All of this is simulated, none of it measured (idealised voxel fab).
Herein follows the process module entitled voxel double patterning.
We display cut, a cross-section 280 nm in width whose square cells are each 5 nm.
A cross-section is a grid of square cells, given in bands from the top down. A band is one or more rows of cells. Read a band's entry like this: the first values are the height of its top and the height of its bottom in nm, and what follows is the sequence of materials from left to right, each with its width in nm. Note that "blank" is empty space, and that a single material marked "all across" reaches across the band from edge to edge. Heights are measured from 0, the level below which the as-received wafer is all one material; the lowest band has no bottom and continues downward, written as in "top 0, no bottom". A width given as "30 to 40" starts at the first number in the band's top row and ends at the second number in its bottom row, shifting by an equal amount at every step from row to row. Any step labelled "nothing got changed" changed none of the cells in the cross-section. "Tabulated closed voids" enumerates empty spaces isolated from the top, with no open way to it, that contain at least 8 cells, giving each as width x height at distance from the left edge, all three in nm. Note: text after step settings on the step line = simulator remark on that step. The optional step-line setting "overlay nm" applies to steps with a mask and quantifies how far to the right of its planned location the mask lay, a negative value indicating leftward placement.

**The process steps that were planned are listed below**
1. RECEIVE,material Si
2. CONFORMAL_DEP,material SiO2,thk nm 5
3. DIRECTIONAL_DEP,material W,thk nm 10
4. DIRECTIONAL_DEP,material SiN,thk nm 10
5. MASKED_ETCH,tone open,mask id FIRST,width nm 15,pitch nm 50,etch materials SiN,depth nm 10,overlay nm 0
6. PATTERN,tone open,mask id SECOND,material resist,width nm 15,pitch nm 50,thk nm 15,overlay nm 0
7. DIRECTIONAL_ETCH,etch materials SiN,depth nm 10
8. STRIP,etch materials resist
9. DIRECTIONAL_ETCH,etch materials W,depth nm 10
10. STRIP,etch materials SiN

**Cross-section of the wafer as it came to us, i.e., already through step 1**
- top 0, no bottom = Si all across
- Tabulated closed voids: none

**Cross-section: first of two wafers, module finished, run according to plan**
- top 15, bottom 5 = 80 W, 15 blank, 10 W, 15 blank, 10 W, 15 blank, 10 W, 15 blank, 10 W, 15 blank, 85 W
- top 5, bottom 0 = SiO2 all across
- top 0, no bottom = Si all across
- Tabulated closed voids: none

**Cross-section of the latter of the two wafers at module completion. It had an identical start and an identical plan to the former; in running it, one mistake was made**
- top 15, bottom 5 = 80 W, 15 blank, 10 W, 20 blank, 5 W, 15 blank, 10 W, 20 blank, 5 W, 15 blank, 85 W
- top 5, bottom 0 = SiO2 all across
- top 0, no bottom = Si all across
- Tabulated closed voids: none
Error vs. plan: in deviation from the planned setting, step 6 was conducted as PATTERN,tone open,mask id SECOND,material resist,width nm 20,pitch nm 50,thk nm 15,overlay nm 0
Final cells, second wafer relative to first, materials higher or lower: W: 4 fewer
